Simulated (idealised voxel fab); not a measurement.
Process module under the name voxel released beams
For reference, the cross-section in this document is cut, with width 140 nm and square cells of 5 nm.
Throughout this document, each cross-section is represented as a grid of square cells and is presented as a sequence of bands enumerated from the top downward, where a band comprises one or more rows of cells. For a band, the entry starts with two heights in nm, that of the top and then that of the bottom, and carries on with the band's materials in order from left to right, each alongside its width in nm; the word "full width" beside a single material means it fills the band edge to edge, and "air" means empty space. Height is counted from the level 0, under which the received wafer is composed throughout of one material. The lowest of the bands is not closed at the bottom but continues downward, in the notation "from 0 down". Note: "30 to 40" means the width goes from the first number (top row of the band) to the second number (bottom row) in equal steps per row of cells. "remained unchanged" after a step means that no cell of the cross-section changed. Basically, "Closed void register" tells you about the enclosed voids: empty spaces with no open way to the top, 8 cells or bigger, each written width x height at distance, where distance is from the left edge, all in nm. The remark found on a step's line after its settings is issued by the simulator itself and pertains to that step. Regarding "overlay nm": on a step with a mask, it is the distance the mask lay to the right of its planned place; a negative value places it to the left.
# The following list gives the planned process steps
1 op RECEIVE | material Si
2 op CONFORMAL_DEP | material SiN | thk nm 10
3 op DIRECTIONAL_DEP | material SiO2 | thk nm 10
4 op MASKED_ETCH | tone open | mask id ANCHOR | width nm 35 | etch materials SiO2 | depth nm 10 | overlay nm 0
5 op CONFORMAL_DEP | material polySi | thk nm 15
6 op DIRECTIONAL_DEP | material aC | thk nm 15
7 op PATTERN | tone cover | mask id BEAM | material resist | width nm 80 | thk nm 35 | overlay nm 0
8 op DIRECTIONAL_ETCH | etch materials aC | depth nm 15
9 op STRIP | etch materials resist
10 op DIRECTIONAL_ETCH | etch materials polySi | depth nm 15
11 op STRIP | etch materials aC
12 op STRIP | etch materials SiO2
# Wafer as received: cross-section following step 1
> from 0 down | Si full width
> Closed void register: none
# Looking at the first of two wafers in cross-section at end of module - ran to plan
> from 35 to 25 | air 25 nm / polySi 20 nm / air 5 nm / polySi 55 nm / air 35 nm
> from 25 to 20 | air 25 nm / polySi 80 nm / air 35 nm
> from 20 to 10 | air 30 nm / polySi 35 nm / air 75 nm
> from 10 to 0 | SiN full width
> from 0 down | Si full width
> Closed void register: none
# Now the second wafer, cross-sectioned at the end of the module. Nothing different at the start, nothing different in the plan compared with the first, just one mistake when it was actually run
> from 35 to 25 | air 25 nm / polySi 20 nm / air 10 nm / polySi 50 nm / air 35 nm
> from 25 to 20 | air 25 nm / polySi 80 nm / air 35 nm
> from 20 to 10 | air 30 nm / polySi 40 nm / air 70 nm
> from 10 to 0 | SiN full width
> from 0 down | Si full width
> Closed void register: none
Deviation from plan: step 4 was not run as planned; what actually ran was op MASKED_ETCH | tone open | mask id ANCHOR | width nm 40 | etch materials SiO2 | depth nm 10 | overlay nm 0
Comparing end states, the material composition by cell count is preserved from the first wafer to the second, while the locations of the cells are not.
